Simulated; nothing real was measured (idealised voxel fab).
This section sets out a process module, namely voxel lift off.
Cross-section cut: width 190 nm, square cells of 5 nm.
For the purposes of this document, a cross-section shall be understood as a grid of square cells, specified as bands listed in top-to-bottom order, each band consisting of one or more rows of cells.
A band entry consists of two parts. The first gives the height of the band's top and the height of its bottom, in nm. The rest lists the band's materials from left to right, each with its width in nm. A single material labelled with the word "everywhere" fills the band from edge to edge, and the word "air" marks empty space.
Measure heights from 0. That's the level where, below it, the as-received wafer is all one material. The lowest band is bottomless and extends downward; write it as in "0 -> down".
Per-row width for "30..40": begins at first number (top row of band), ends at second number (bottom row), increment between rows held constant.
It should be understood that the words "nothing changed", when stated for a given step, signify that the cross-section underwent no change in any of its cells during that step.
Empty spaces counting at least 8 cells and having no open way to the top are listed in "Enclosed void catalog". The notation width x height at distance is used for each, the distance being from the left edge and all three values in nm.
That trailing text on a step's line, after the settings, is the simulator's own remark on the step.
overlay nm: where the mask lay relative to plan, measured to the right, on steps with a mask; negatives go left.
# The following list gives the planned process steps
1: RECEIVE,material Si
2: CONFORMAL_DEP,material SiN,thk nm 15
3: PATTERN,tone open,mask id LINES,material resist,width nm 25,pitch nm 55,thk nm 20,overlay nm 0
4: DIRECTIONAL_DEP,material Ru,thk nm 5
5: STRIP,etch materials resist
6: CONFORMAL_DEP,material SiCN,thk nm 5
# Cross-section of the incoming wafer, state after step 1
* 0 -> down: Si everywhere
* Enclosed void catalog: none
# Final wafer profile in cross-section after the module, from the same start and plan as above, with one mistake made during processing
* 25 -> 20: air 20 nm | SiCN 35 nm | air 20 nm | SiCN 35 nm | air 20 nm | SiCN 35 nm | air 25 nm
* 20 -> 15: SiCN everywhere
* 15 -> 0: SiN everywhere
* 0 -> down: Si everywhere
* Enclosed void catalog: none
The mistake made against the process plan was this: the process deviated at step 4: the operation and settings actually run there were DIRECTIONAL_DEP,material SiCN,thk nm 5
